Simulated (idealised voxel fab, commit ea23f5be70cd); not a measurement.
process module | voxel transistor to metal
cross-section cut | 300 nm wide | cells 5 nm
A cross-section is a grid of square cells, given in bands from the top down. A band is one or more rows of cells.
Each band's line starts with the height of the band's top and of its bottom, in nm. Then come its materials from left to right, each with its width in nm. One material with "throughout" fills the band from edge to edge. "air" is empty space.
Height 0 is the level under which the wafer as received is all one material. The lowest band goes on downwards, as in "0 down".
A width such as "30 to 40" changes by the same amount from each row of cells to the next, from the band's top row to its bottom row.
"no change" after a step means that no cell of the cross-section changed.
closed voids: empty space of 8 cells or more with no open way to the top, each as width x height at its distance from the left edge, in nm
after a step's settings: what the simulator itself notes on the step
overlay nm, on a step with a mask: how far to the right of its planned place the mask lay; to the left if negative
plan
1 op RECEIVE | material Si
2 op CONFORMAL_DEP | material SiO2 | thk nm 5
3 op CONFORMAL_DEP | material SiN | thk nm 10
4 op DIRECTIONAL_DEP | material aC | thk nm 15
5 op PATTERN | tone cover | mask id ACTIVE | material resist | width nm 105 | pitch nm 135 | thk nm 30 | overlay nm 0
6 op DIRECTIONAL_ETCH | etch materials aC | depth nm 15
7 op STRIP | etch materials resist
8 op DIRECTIONAL_ETCH | etch materials SiN | depth nm 10
9 op DIRECTIONAL_ETCH | etch materials SiO2 | depth nm 5
10 op DIRECTIONAL_ETCH | etch materials Si | depth nm 35
11 op STRIP | etch materials aC
12 op FILL_DEP | material SiO2 | thk nm 15
13 op CMP | height nm 15
14 op SELECTIVE_ETCH | etch materials SiO2 | depth nm 5
15 op STRIP | etch materials SiN
16 op SELECTIVE_ETCH | etch materials SiO2 | depth nm 5
17 op OXIDIZE | depth nm 5
18 op DIRECTIONAL_DEP | material polySi | thk nm 20
19 op DIRECTIONAL_DEP | material SiCN | thk nm 15
20 op DIRECTIONAL_DEP | material aC | thk nm 15
21 op PATTERN | tone cover | mask id GATE | material resist | width nm 25 | pitch nm 135 | thk nm 30 | overlay nm 0
22 op DIRECTIONAL_ETCH | etch materials aC | depth nm 15
23 op STRIP | etch materials resist
24 op DIRECTIONAL_ETCH | etch materials SiCN | depth nm 25
25 op DIRECTIONAL_ETCH | etch materials polySi | depth nm 30
26 op STRIP | etch materials aC
27 op CONFORMAL_DEP | material SiO2 | thk nm 5
28 op DIRECTIONAL_ETCH | etch materials SiO2 | depth nm 5
29 op CONFORMAL_DEP | material SiN | thk nm 5
30 op DIRECTIONAL_ETCH | etch materials SiN | depth nm 5
31 op DIRECTIONAL_ETCH | etch materials SiO2 | depth nm 5
32 op DIRECTIONAL_ETCH | etch materials Si | depth nm 15
33 op EPI | material nSi | thk nm 15
34 op FILL_DEP | material SiO2 | thk nm 10
35 op CMP | height nm 35
36 op DIRECTIONAL_DEP | material SiO2 | thk nm 15
37 op PATTERN | tone open | mask id CONTACT | material resist | width nm 20 | thk nm 15 | overlay nm 0
38 op DIRECTIONAL_ETCH | etch materials SiO2 | depth nm 40
39 op STRIP | etch materials resist
40 op CONFORMAL_DEP | material TiN | thk nm 5
41 op FILL_DEP | material W | thk nm 5
42 op CMP | height nm 50
43 op CONFORMAL_DEP | material SiCN | thk nm 5
44 op DIRECTIONAL_DEP | material SiO2 | thk nm 25
45 op PATTERN | tone open | mask id METAL_1 | material resist | width nm 20 | thk nm 15 | overlay nm 0
46 op DIRECTIONAL_ETCH | etch materials SiO2 | depth nm 25
47 op DIRECTIONAL_ETCH | etch materials SiCN | depth nm 5
48 op STRIP | etch materials resist
49 op CONFORMAL_DEP | material TiN | thk nm 5
50 op FILL_DEP | material W | thk nm 10
51 op CMP | height nm 80
52 op CONFORMAL_DEP | material SiCN | thk nm 5
as received, after step 1
  0 down: Si throughout
  closed voids: none
first wafer at the end, as planned
  85 to 80: SiCN throughout
  80 to 55: SiO2 35 | TiN 5 | W 10 | TiN 5 | SiO2 55 | TiN 5 | W 10 | TiN 5 | SiO2 40 | TiN 5 | W 10 | TiN 5 | SiO2 55 | TiN 5 | W 10 | TiN 5 | SiO2 35
  55 to 50: SiCN 35 | TiN 20 | SiCN 55 | TiN 20 | SiCN 40 | TiN 20 | SiCN 55 | TiN 20 | SiCN 35
  50 to 35: SiO2 35 | TiN 5 | W 10 | TiN 5 | SiO2 55 | TiN 5 | W 10 | TiN 5 | SiO2 40 | TiN 5 | W 10 | TiN 5 | SiO2 55 | TiN 5 | W 10 | TiN 5 | SiO2 35
  35 to 20: SiO2 35 | TiN 5 | W 10 | TiN 5 | SiO2 5 | SiN 5 | SiO2 5 | SiCN 25 | SiO2 5 | SiN 5 | SiO2 5 | TiN 5 | W 10 | TiN 5 | SiO2 40 | TiN 5 | W 10 | TiN 5 | SiO2 5 | SiN 5 | SiO2 5 | SiCN 25 | SiO2 5 | SiN 5 | SiO2 5 | TiN 5 | W 10 | TiN 5 | SiO2 35
  20 to 15: SiO2 35 | TiN 5 | W 10 | TiN 5 | SiO2 5 | SiN 5 | SiO2 5 | polySi 25 | SiO2 5 | SiN 5 | SiO2 5 | TiN 5 | W 10 | TiN 5 | SiO2 40 | TiN 5 | W 10 | TiN 5 | SiO2 5 | SiN 5 | SiO2 5 | polySi 25 | SiO2 5 | SiN 5 | SiO2 5 | TiN 5 | W 10 | TiN 5 | SiO2 35
  15 to 10: SiO2 35 | TiN 20 | SiO2 5 | SiN 5 | SiO2 5 | polySi 25 | SiO2 5 | SiN 5 | SiO2 5 | TiN 20 | SiO2 40 | TiN 20 | SiO2 5 | SiN 5 | SiO2 5 | polySi 25 | SiO2 5 | SiN 5 | SiO2 5 | TiN 20 | SiO2 35
  10 to 5: SiO2 30 | nSi 30 | SiN 5 | SiO2 5 | polySi 25 | SiO2 5 | SiN 5 | nSi 30 | SiO2 30 | nSi 30 | SiN 5 | SiO2 5 | polySi 25 | SiO2 5 | SiN 5 | nSi 30 | SiO2 30
  5 to 0: SiO2 30 | SiN 5 | nSi 25 | SiN 5 | SiO2 5 | polySi 25 | SiO2 5 | SiN 5 | nSi 25 | SiN 5 | SiO2 30 | SiN 5 | nSi 25 | SiN 5 | SiO2 5 | polySi 25 | SiO2 5 | SiN 5 | nSi 25 | SiN 5 | SiO2 30
  0 to -5: SiO2 35 | nSi 25 | SiO2 45 | nSi 25 | SiO2 40 | nSi 25 | SiO2 45 | nSi 25 | SiO2 35
  -5 to -20: SiO2 30 | Si 5 | nSi 25 | Si 45 | nSi 25 | Si 5 | SiO2 30 | Si 5 | nSi 25 | Si 45 | nSi 25 | Si 5 | SiO2 30
  -20 to -35: SiO2 30 | Si 105 | SiO2 30 | Si 105 | SiO2 30
  -35 down: Si throughout
  closed voids: none
second wafer at the end: like start, like plan, one mistake
  85 to 80: SiCN throughout
  80 to 55: SiO2 35 | TiN 5 | W 10 | TiN 5 | SiO2 55 | TiN 5 | W 10 | TiN 5 | SiO2 40 | TiN 5 | W 10 | TiN 5 | SiO2 55 | TiN 5 | W 10 | TiN 5 | SiO2 35
  55 to 50: SiCN 35 | TiN 20 | SiCN 55 | TiN 20 | SiCN 40 | TiN 20 | SiCN 55 | TiN 20 | SiCN 35
  50 to 35: SiO2 35 | TiN 5 | W 10 | TiN 5 | SiO2 55 | TiN 5 | W 10 | TiN 5 | SiO2 40 | TiN 5 | W 10 | TiN 5 | SiO2 55 | TiN 5 | W 10 | TiN 5 | SiO2 35
  35 to 20: SiO2 35 | TiN 5 | W 10 | TiN 5 | SiO2 5 | SiN 5 | SiO2 5 | SiCN 25 | SiO2 5 | SiN 5 | SiO2 5 | TiN 5 | W 10 | TiN 5 | SiO2 40 | TiN 5 | W 10 | TiN 5 | SiO2 5 | SiN 5 | SiO2 5 | SiCN 25 | SiO2 5 | SiN 5 | SiO2 5 | TiN 5 | W 10 | TiN 5 | SiO2 35
  20 to 15: SiO2 35 | TiN 5 | W 10 | TiN 5 | SiO2 5 | SiN 5 | SiO2 5 | polySi 25 | SiO2 5 | SiN 5 | SiO2 5 | TiN 5 | W 10 | TiN 5 | SiO2 40 | TiN 5 | W 10 | TiN 5 | SiO2 5 | SiN 5 | SiO2 5 | polySi 25 | SiO2 5 | SiN 5 | SiO2 5 | TiN 5 | W 10 | TiN 5 | SiO2 35
  15 to 10: SiO2 35 | TiN 20 | SiO2 5 | SiN 5 | SiO2 5 | polySi 25 | SiO2 5 | SiN 5 | SiO2 5 | TiN 20 | SiO2 40 | TiN 20 | SiO2 5 | SiN 5 | SiO2 5 | polySi 25 | SiO2 5 | SiN 5 | SiO2 5 | TiN 20 | SiO2 35
  10 to 5: SiO2 60 | SiN 5 | SiO2 5 | polySi 25 | SiO2 5 | SiN 5 | SiO2 90 | SiN 5 | SiO2 5 | polySi 25 | SiO2 5 | SiN 5 | SiO2 60
  5 to 0: SiO2 30 | SiN 5 | nSi 10 | SiO2 5 | nSi 10 | SiN 5 | SiO2 5 | polySi 25 | SiO2 5 | SiN 5 | nSi 10 | SiO2 5 | nSi 10 | SiN 5 | SiO2 30 | SiN 5 | nSi 10 | SiO2 5 | nSi 10 | SiN 5 | SiO2 5 | polySi 25 | SiO2 5 | SiN 5 | nSi 10 | SiO2 5 | nSi 10 | SiN 5 | SiO2 30
  0 to -5: SiO2 35 | nSi 10 | SiO2 5 | nSi 10 | SiO2 45 | nSi 10 | SiO2 5 | nSi 10 | SiO2 40 | nSi 10 | SiO2 5 | nSi 10 | SiO2 45 | nSi 10 | SiO2 5 | nSi 10 | SiO2 35
  -5 to -10: SiO2 30 | Si 5 | nSi 10 | SiO2 5 | nSi 10 | Si 45 | nSi 10 | SiO2 5 | nSi 10 | Si 5 | SiO2 30 | Si 5 | nSi 10 | SiO2 5 | nSi 10 | Si 45 | nSi 10 | SiO2 5 | nSi 10 | Si 5 | SiO2 30
  -10 to -20: SiO2 30 | Si 5 | nSi 25 | Si 45 | nSi 25 | Si 5 | SiO2 30 | Si 5 | nSi 25 | Si 45 | nSi 25 | Si 5 | SiO2 30
  -20 to -35: SiO2 30 | Si 105 | SiO2 30 | Si 105 | SiO2 30
  -35 down: Si throughout
  closed voids: none
what went wrong: step 33 ran as: op EPI | material nSi | thk nm 10
at the end the second wafer has, in cells: 36 more of SiO2 | 36 fewer of nSi
